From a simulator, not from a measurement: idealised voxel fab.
Proc. module: voxel self aligned vias
Displayed cross-section: cut, width of 205 nm, square cells sized 5 nm.
A cross-section is a grid of square cells, given in bands from the top down. A band is one or more rows of cells. This entry defines a band. It first specifies the height of the band's top and the height of its bottom in nm, and then specifies the band's materials from left to right, stating each material with its width in nm. The word "everywhere" identifies a single material that fills the band from edge to edge, while the word "empty" identifies empty space. All heights in this document are referenced to 0, defined as the level beneath which the wafer, as received, consists entirely of one material. The lowest band is not bounded below; it extends indefinitely downward and is written in the form "0..down". Width: "30 to 40" (first number = top row, second number = bottom row, same change from row to row of cells). The cross-section has no changed cell in any step marked "identical to before". The entry "Closed void inventory" lists the empty spaces that cover at least 8 cells and have no open path to the top. Each is written as width x height at distance, where the distance is measured from the left edge and all three values are in nm. Note: text after step settings on the step line = simulator remark on that step. "overlay nm", when on a step's line for a step with a mask, measures how far to the right of its planned place the mask lay; a negative measure means to the left.
THESE ARE THE STEPS WE PLANNED FOR THE PROCESS
1 RECEIVE [material Si]
2 CONFORMAL_DEP [material SiO2] [thk nm 10]
3 CONFORMAL_DEP [material SiCN] [thk nm 5]
4 DIRECTIONAL_DEP [material lowk] [thk nm 30]
5 MASKED_ETCH [tone open] [mask id LINES] [width nm 20] [pitch nm 50] [etch materials lowk] [depth nm 30] [overlay nm 0]
6 CONFORMAL_DEP [material TiN] [thk nm 5]
7 FILL_DEP [material W] [thk nm 10]
8 CMP [height nm 45]
9 SELECTIVE_ETCH [etch materials W Ru TiN] [depth nm 5]
10 FILL_DEP [material SiN] [thk nm 10]
11 CMP [height nm 45]
12 DIRECTIONAL_DEP [material lowk] [thk nm 20]
13 MASKED_ETCH [tone open] [mask id VIAS] [width nm 30] [pitch nm 50] [etch materials lowk] [depth nm 20] [overlay nm 0]
14 MASKED_ETCH [tone open] [mask id VIAS] [width nm 30] [pitch nm 50] [etch materials SiN] [depth nm 5] [overlay nm 0]
15 CONFORMAL_DEP [material TiN] [thk nm 5]
16 FILL_DEP [material Cu] [thk nm 10]
17 CMP [height nm 65]
18 CONFORMAL_DEP [material SiN] [thk nm 5]
CROSS-SECTION OF THE WAFER AT RECEIPT, WHICH IS THE CONDITION AFTER STEP 1
    0..down = Si everywhere
    Closed void inventory: none
BELOW IS THE WAFER IN CROSS-SECTION AFTER THE MODULE WAS COMPLETED. IT BEGAN FROM THE STARTING POINT SHOWN ABOVE AND FOLLOWED THE PLAN SHOWN ABOVE, EXCEPT THAT ONE MISTAKE WAS MADE WHILE RUNNING IT
    70..65 = SiN everywhere
    65..50 = lowk=60, then TiN=5, then Cu=20, then TiN=5, then lowk=20, then TiN=5, then Cu=20, then TiN=5, then lowk=65
    50..45 = lowk=60, then TiN=10, then Cu=10, then TiN=10, then lowk=20, then TiN=10, then Cu=10, then TiN=10, then lowk=65
    45..40 = lowk=65, then TiN=20, then lowk=30, then TiN=20, then lowk=70
    40..20 = lowk=65, then TiN=5, then W=10, then TiN=5, then lowk=30, then TiN=5, then W=10, then TiN=5, then lowk=70
    20..15 = lowk=65, then TiN=20, then lowk=30, then TiN=20, then lowk=70
    15..5 = SiO2 everywhere
    5..0 = SiCN everywhere
    0..down = Si everywhere
    Closed void inventory: none
Want to know what went wrong? steps 2 and 3 of the plan were each performed in the slot designated for the other
